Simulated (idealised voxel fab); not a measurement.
You're looking at the process module voxel ribs on slabs.
Displayed cross-section: cut, width of 140 nm, square cells sized 5 nm.
In what follows, cross-sections appear as grids of square cells, described through bands that run from the top down, where every band is one or more rows of cells. Band: top height; bottom height; in nm. Then, left to right: material with width in nm, for each material. "everywhere": a single material spanning edge to edge. "blank": empty space. Heights are expressed relative to 0, this being the level below which the as-received wafer comprises one material exclusively. The lowest band is unbounded in the downward direction and is denoted as in "from 0 down". Graded width ("30->40"): value in top row of band = first number; value in bottom row = second number; row-to-row change constant. Step note "nothing was modified" = no cross-section cell changed. "Tabulated closed voids": sealed empty spaces, 8 cells or more, no open way to top, listed width x height at distance, with distance from the left edge and width, height and distance in nm. Step line, after settings: the simulator's comment on this step. overlay nm: right-of-plan distance of the mask on a masked step; negative values mean left-of-plan.

# Here's what the planned process steps look like
| 1 | RECEIVE [material Si] |
| 2 | DIRECTIONAL_DEP [material SiO2] [thk nm 30] |
| 3 | DIRECTIONAL_DEP [material polySi] [thk nm 15] |
| 4 | MASKED_ETCH [tone cover] [mask id RIB] [width nm 30] [etch materials polySi] [depth nm 5] [overlay nm 0] |
| 5 | PATTERN [tone cover] [mask id SLAB] [material resist] [width nm 90] [thk nm 15] [overlay nm 0] |
| 6 | DIRECTIONAL_ETCH [etch materials polySi] [depth nm 10] |
| 7 | STRIP [etch materials resist] |
| 8 | FILL_DEP [material SiO2] [thk nm 30] |
| 9 | CMP [height nm 65] |
| 10 | DIRECTIONAL_DEP [material W] [thk nm 10] |
| 11 | PATTERN [tone cover] [mask id HEATER] [material resist] [width nm 40] [thk nm 15] [overlay nm 0] |
| 12 | DIRECTIONAL_ETCH [etch materials W] [depth nm 10] |
| 13 | STRIP [etch materials resist] |
| 14 | CONFORMAL_DEP [material SiO2] [thk nm 10] |

# So this is the incoming wafer in cross-section - it's already been through step 1
  from 0 down = Si everywhere
  Tabulated closed voids: none

# Cross-section, first of two wafers, end of module, run as planned
  from 85 to 75 = blank 40 | SiO2 60 | blank 40
  from 75 to 65 = SiO2 50 | W 40 | SiO2 50
  from 65 to 45 = SiO2 everywhere
  from 45 to 40 = SiO2 55 | polySi 30 | SiO2 55
  from 40 to 30 = SiO2 25 | polySi 90 | SiO2 25
  from 30 to 0 = SiO2 everywhere
  from 0 down = Si everywhere
  Tabulated closed voids: none

# Module end: cross-section of wafer two of two. Same start and process plan as the first wafer. One mistake during execution
  from 85 to 75 = blank 40 | SiO2 60 | blank 40
  from 75 to 65 = SiO2 50 | W 40 | SiO2 50
  from 65 to 45 = SiO2 everywhere
  from 45 to 40 = SiO2 55 | polySi 30 | SiO2 55
  from 40 to 30 = SiO2 20 | polySi 100 | SiO2 20
  from 30 to 0 = SiO2 everywhere
  from 0 down = Si everywhere
  Tabulated closed voids: none
Short version of what went wrong: planned and actual differ for step 5; actual: PATTERN [tone cover] [mask id SLAB] [material resist] [width nm 100] [thk nm 15] [overlay nm 0]
Upon completion, the second wafer contains, in terms of cells, a greater or smaller amount of certain materials than the first wafer: SiO2: 4 fewer | polySi: 4 more
